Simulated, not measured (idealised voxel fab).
process module | voxel transistor to metal
cross-section cut | 155 nm wide | cells 5 nm
A cross-section is a grid of square cells, given in bands from the top down. A band is one or more rows of cells.
Each band's line starts with the height of the band's top and of its bottom, in nm. Then come its materials from left to right, each with its width in nm. One material with "throughout" fills the band from edge to edge. "air" is empty space.
Height 0 is the level under which the wafer as received is all one material. The lowest band goes on downwards, as in "0 down".
A width such as "30 to 40" changes by the same amount from each row of cells to the next, from the band's top row to its bottom row.
"no change" after a step means that no cell of the cross-section changed.
closed voids: empty space of 8 cells or more with no open way to the top, each as width x height at its distance from the left edge, in nm
after a step's settings: what the simulator itself notes on the step
overlay nm, on a step with a mask: how far to the right of its planned place the mask lay; to the left if negative
plan
1 op RECEIVE | material Si
2 op OXIDIZE | depth nm 5
3 op CONFORMAL_DEP | material SiN | thk nm 10
4 op PATTERN | tone cover | mask id ACTIVE | material resist | width nm 110 | thk nm 15 | overlay nm 0
5 op DIRECTIONAL_ETCH | etch materials SiN | depth nm 10
6 op DIRECTIONAL_ETCH | etch materials SiO2 | depth nm 5
7 op DIRECTIONAL_ETCH | etch materials Si | depth nm 20
8 op STRIP | etch materials resist
9 op OXIDIZE | depth nm 5
10 op FILL_DEP | material SiO2 | thk nm 5
11 op CMP | height nm 10
12 op SELECTIVE_ETCH | etch materials SiO2 | depth nm 5
13 op STRIP | etch materials SiN
14 op SELECTIVE_ETCH | etch materials SiO2 | depth nm 5
15 op OXIDIZE | depth nm 5
16 op DIRECTIONAL_DEP | material polySi | thk nm 25
17 op DIRECTIONAL_DEP | material SiCN | thk nm 15
18 op DIRECTIONAL_DEP | material aC | thk nm 10
19 op PATTERN | tone cover | mask id GATE | material resist | width nm 30 | thk nm 30 | overlay nm 0
20 op DIRECTIONAL_ETCH | etch materials aC | depth nm 10
21 op STRIP | etch materials resist
22 op DIRECTIONAL_ETCH | etch materials SiCN | depth nm 25
23 op DIRECTIONAL_ETCH | etch materials polySi | depth nm 35
24 op STRIP | etch materials aC
25 op CONFORMAL_DEP | material SiO2 | thk nm 5
26 op DIRECTIONAL_ETCH | etch materials SiO2 | depth nm 5
27 op CONFORMAL_DEP | material SiN | thk nm 5
28 op DIRECTIONAL_ETCH | etch materials SiN | depth nm 5
29 op DIRECTIONAL_ETCH | etch materials SiO2 | depth nm 5
30 op DIRECTIONAL_ETCH | etch materials Si | depth nm 5
31 op EPI | material pSi | thk nm 10
32 op FILL_DEP | material SiO2 | thk nm 5
33 op CMP | height nm 20
34 op STRIP | etch materials polySi
35 op SELECTIVE_ETCH | etch materials SiO2 | depth nm 5
36 op CONFORMAL_DEP | material HfO2 | thk nm 5
37 op CONFORMAL_DEP | material TiN | thk nm 5
38 op FILL_DEP | material W | thk nm 5
39 op CMP | height nm 15
40 op DIRECTIONAL_DEP | material SiO2 | thk nm 10
41 op PATTERN | tone open | mask id CONTACT | material resist | width nm 15 | pitch nm 80 | thk nm 20 | overlay nm 0
42 op DIRECTIONAL_ETCH | etch materials SiO2 | depth nm 30
43 op STRIP | etch materials resist
44 op CONFORMAL_DEP | material TiN | thk nm 5
45 op FILL_DEP | material W | thk nm 10
46 op CMP | height nm 25
47 op DIRECTIONAL_DEP | material TiN | thk nm 5
48 op DIRECTIONAL_DEP | material W | thk nm 25
49 op PATTERN | tone cover | mask id METAL_1 | material resist | width nm 20 | pitch nm 80 | thk nm 20 | overlay nm 0
50 op DIRECTIONAL_ETCH | etch materials W | depth nm 25
51 op DIRECTIONAL_ETCH | etch materials TiN | depth nm 5
52 op STRIP | etch materials resist
53 op CONFORMAL_DEP | material SiN | thk nm 5
54 op FILL_DEP | material SiO2 | thk nm 5
55 op CMP | height nm 55
56 op CONFORMAL_DEP | material SiCN | thk nm 5
57 op DIRECTIONAL_DEP | material SiO2 | thk nm 35
58 op DIRECTIONAL_DEP | material aC | thk nm 10
59 op PATTERN | tone open | mask id METAL_2 | material resist | width nm 20 | pitch nm 80 | thk nm 30 | overlay nm 0
60 op DIRECTIONAL_ETCH | etch materials aC | depth nm 10
61 op STRIP | etch materials resist
62 op DIRECTIONAL_ETCH | etch materials SiO2 | depth nm 20
63 op STRIP | etch materials aC
64 op DIRECTIONAL_DEP | material aC | thk nm 15
65 op PATTERN | tone open | mask id METAL_2_HOLES | material resist | width nm 15 | pitch nm 80 | thk nm 30 | overlay nm 0
66 op DIRECTIONAL_ETCH | etch materials aC | depth nm 15
67 op STRIP | etch materials resist
68 op DIRECTIONAL_ETCH | etch materials SiO2 | depth nm 15
69 op DIRECTIONAL_ETCH | etch materials SiCN | depth nm 5
70 op STRIP | etch materials aC
71 op CONFORMAL_DEP | material TiN | thk nm 5
72 op FILL_DEP | material Cu | thk nm 10
73 op CMP | height nm 95
74 op CONFORMAL_DEP | material SiCN | thk nm 5
varied across the wafers: width nm of step 41. The plan shows the first wafer's value. All wafers start alike
first wafer as received, after step 1
  0 down: Si throughout
  closed voids: none
each wafer at the end: cells of each material gained (+) or lost (-) since it was received, then its closed voids
width nm 15 | +20 Cu | +16 HfO2 | -116 Si | +56 SiCN | +53 SiN | +424 SiO2 | +82 TiN | +61 W | +24 pSi | closed voids: none
width nm 20 | +20 Cu | +16 HfO2 | -116 Si | +56 SiCN | +53 SiN | +413 SiO2 | +84 TiN | +70 W | +24 pSi | closed voids: none
width nm 25 | +20 Cu | +16 HfO2 | -116 Si | +56 SiCN | +53 SiN | +403 SiO2 | +86 TiN | +78 W | +24 pSi | closed voids: none
width nm 30 | +20 Cu | +16 HfO2 | -116 Si | +56 SiCN | +53 SiN | +393 SiO2 | +88 TiN | +86 W | +24 pSi | closed voids: none
width nm 35 | +20 Cu | +16 HfO2 | -116 Si | +56 SiCN | +53 SiN | +385 SiO2 | +91 TiN | +91 W | +24 pSi | closed voids: none
